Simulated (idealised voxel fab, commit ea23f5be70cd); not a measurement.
Herein follows the process module entitled voxel fin reveal.
Shown is cross-section cut, with a width of 275 nm and square cells of size 5 nm.
Cross-section = grid of square cells, listed top down in bands; band = one or more rows.
Look at the band entry: it leads with the top's height and the bottom's height in nm. Then it lists the materials left to right, with a width in nm for each. The word "edge to edge" on a single material says that material fills the band edge to edge. The word "air" is empty space.
For the purposes of this specification, 0 denotes the height below which the wafer in its as-received condition is composed wholly of one material, and the lowermost band, lacking a lower limit, extends downward without end, as expressed in "z 0 and below".
Width "30 to 40": first value at the band's top row of cells, second value at its bottom row, equal change from row to row.
"everything unchanged" means the step left every cell of the cross-section as it was.
Voids not open to the top, 8 cells minimum: see "Enclosed cavities". Written width x height at distance; distance is from the left edge; nm.
Formally, on a step line, whatever follows the settings is a remark that the simulator itself makes on the step.
overlay nm: for a step with a mask, the amount by which the mask lay right of where it was planned; a negative amount means left of it.

-- Steps planned for the process
1 RECEIVE | material Si
2 CONFORMAL_DEP | material SiN | thk nm 5
3 PATTERN | tone cover | mask id FINS | material resist | width nm 15 | pitch nm 35 | thk nm 20 | overlay nm 0
4 DIRECTIONAL_ETCH | etch materials SiN | depth nm 5
5 DIRECTIONAL_ETCH | etch materials Si | depth nm 30
6 STRIP | etch materials resist
7 FILL_DEP | material SiO2 | thk nm 5
8 CMP | height nm 5
9 SELECTIVE_ETCH | etch materials SiO2 | depth nm 15
10 STRIP | etch materials SiN

-- Wafer cross-section on receipt, i.e. after step 1
z 0 and below = Si edge to edge
Enclosed cavities: none

-- End-of-module XS, first of two wafers, run as planned
z 0 to -10 = air=95, Si=15, air=20, Si=15, air=20, Si=15, air=95
z -10 to -30 = SiO2=95, Si=15, SiO2=20, Si=15, SiO2=20, Si=15, SiO2=95
z -30 and below = Si edge to edge
Enclosed cavities: none

-- Now the second wafer, cross-sectioned at the end of the module. Nothing different at the start, nothing different in the plan compared with the first, just one mistake when it was actually run
z -5 to -20 = air=95, Si=15, air=20, Si=15, air=20, Si=15, air=95
z -20 to -30 = SiO2=95, Si=15, SiO2=20, Si=15, SiO2=20, Si=15, SiO2=95
z -30 and below = Si edge to edge
Enclosed cavities: none
It is concluded that the wafer was processed incorrectly with respect to the plan, in that step 8 did not use the planned setting and instead ran as CMP | height nm -5
Looking at both finished wafers in cells, the second ends up ahead of or behind the first on some materials: Si -9, SiO2 -92
